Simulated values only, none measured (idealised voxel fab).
The process module that follows is named voxel self aligned contacts.
For reference, the cross-section in this document is cut, with width 225 nm and square cells of 5 nm.
Bands, listed from the top down, are how a cross-section gets written in this document; the cross-section itself is a grid of square cells, and a band is one or more rows of them. What a band's entry tells you: where the top is and where the bottom is, as heights in nm, and after that what lies inside, material by material from left to right, each with its width in nm. Empty space is written as the word "empty", and a single material marked with the word "throughout" occupies the band from edge to edge. Heights are measured from 0, the level below which the as-received wafer is all one material; the lowest band has no bottom and continues downward, written as in "0 down". Think of "30->40" as a width that walks from the first number to the second as you go down the band, top row to bottom row, taking equal-sized steps from row to row. Basically "remains unaltered" means that step didn't change any cell in the cross-section. Entry "Closed cavities". Content: empty spaces with no open connection to the top, size 8 cells or greater. Each: width x height at distance. Distance: from left edge. Unit: nm. Post-settings text on a step line: simulator's own remark regarding the step. overlay nm: mask offset rightward from planned place, masked step; negative means leftward offset.

Planned process steps:
1) RECEIVE,material Si
2) OXIDIZE,depth nm 5
3) DIRECTIONAL_DEP,material polySi,thk nm 30
4) DIRECTIONAL_DEP,material SiN,thk nm 15
5) MASKED_ETCH,tone cover,mask id GATE,width nm 30,pitch nm 55,etch materials SiN,depth nm 15,overlay nm 0
6) MASKED_ETCH,tone cover,mask id GATE,width nm 30,pitch nm 55,etch materials polySi,depth nm 30,overlay nm 0
7) CONFORMAL_DEP,material SiN,thk nm 5
8) DIRECTIONAL_ETCH,etch materials SiN,depth nm 5
9) FILL_DEP,material SiO2,thk nm 20
10) CMP,height nm 55
11) MASKED_ETCH,tone open,mask id CONTACT,width nm 35,pitch nm 55,etch materials SiO2,depth nm 60,overlay nm 0
12) CONFORMAL_DEP,material TiN,thk nm 5
13) FILL_DEP,material W,thk nm 10
14) CMP,height nm 55
15) CONFORMAL_DEP,material SiN,thk nm 5

Cross-section, incoming material, after step 1:
* 0 down = Si throughout
* Closed cavities: none

Final wafer profile in cross-section after the module, from the same start and plan as above, with one mistake made during processing:
* 60 to 55 = SiN throughout
* 55 to 50 = 35 nm SiO2  40 nm SiN  5 nm TiN  5 nm W  5 nm TiN  40 nm SiN  5 nm TiN  5 nm W  5 nm TiN  40 nm SiN  40 nm SiO2
* 50 to 45 = 35 nm SiO2  40 nm SiN  15 nm TiN  40 nm SiN  15 nm TiN  40 nm SiN  40 nm SiO2
* 45 to 30 = SiN throughout
* 30 to 0 = polySi throughout
* 0 to -5 = SiO2 throughout
* -5 down = Si throughout
* Closed cavities: none
Diagnosis: twice over, step 4 of the plan was run
